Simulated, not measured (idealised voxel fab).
Proc. module: voxel ribs on slabs
230 nm wide, 5 nm square cells: that's cross-section cut.
In this document a cross-section is written as a grid of square cells. It is given as a series of bands, listed from the top down, and a band is one or more rows of cells. Heads up on the band format: heights come first, top then bottom, in nm. After that it's the materials left to right, each with its width in nm. A single material flagged "edge to edge" fills the whole band edge to edge, and "empty" means there's empty space there. Height is counted from the level 0, under which the received wafer is composed throughout of one material. The lowest of the bands is not closed at the bottom but continues downward, in the notation "top 0, no bottom". The width entry "30..40" should be interpreted row by row: the top row of cells in the band takes the first number, the bottom row takes the second number, and the change between adjacent rows is uniform throughout. Basically "no change occurred" means that step didn't change any cell in the cross-section. In "Enclosed internal cavities" the enclosed voids are listed, meaning empty spaces of 8 cells or larger without any opening to the top. The form is width x height at distance, distance from the left edge, units nm. Step line, after settings: the simulator's comment on this step. overlay nm: on a step with a mask, how far right of its planned place the mask lay; negative means left.
## Steps in the process plan
- 1: RECEIVE (material Si)
- 2: DIRECTIONAL_DEP (material SiO2; thk nm 25)
- 3: DIRECTIONAL_DEP (material polySi; thk nm 15)
- 4: PATTERN (tone cover; mask id RIB; material resist; width nm 25; thk nm 15; overlay nm 0)
- 5: DIRECTIONAL_ETCH (etch materials polySi; depth nm 10)
- 6: STRIP (etch materials resist)
- 7: DIRECTIONAL_DEP (material aC; thk nm 15)
- 8: PATTERN (tone cover; mask id SLAB; material resist; width nm 85; thk nm 30; overlay nm 0)
- 9: DIRECTIONAL_ETCH (etch materials aC; depth nm 15)
- 10: STRIP (etch materials resist)
- 11: DIRECTIONAL_ETCH (etch materials polySi; depth nm 5)
- 12: STRIP (etch materials aC)
- 13: FILL_DEP (material SiO2; thk nm 20)
- 14: CMP (height nm 50)
- 15: DIRECTIONAL_DEP (material TiN; thk nm 10)
- 16: PATTERN (tone cover; mask id HEATER; material resist; width nm 35; thk nm 15; overlay nm 0)
- 17: DIRECTIONAL_ETCH (etch materials TiN; depth nm 10)
- 18: STRIP (etch materials resist)
- 19: CONFORMAL_DEP (material SiN; thk nm 10)
## Cross-section of the wafer at receipt, which is the condition after step 1
> top 0, no bottom | Si edge to edge
> Enclosed internal cavities: none
## This is how the wafer looks in cross-section once the module is done, given the starting state and plan above and one mistake in carrying the plan out
> top 70, bottom 60 | empty=85  SiN=55  empty=90
> top 60, bottom 50 | SiN=95  TiN=35  SiN=100
> top 50, bottom 40 | SiO2 edge to edge
> top 40, bottom 30 | SiO2=95  polySi=25  SiO2=110
> top 30, bottom 25 | SiO2=70  polySi=85  SiO2=75
> top 25, bottom 0 | SiO2 edge to edge
> top 0, no bottom | Si edge to edge
> Enclosed internal cavities: none
The plan and the run diverged here: not per plan at step 4, really ran PATTERN (tone cover; mask id RIB; material resist; width nm 25; thk nm 15; overlay nm -5)
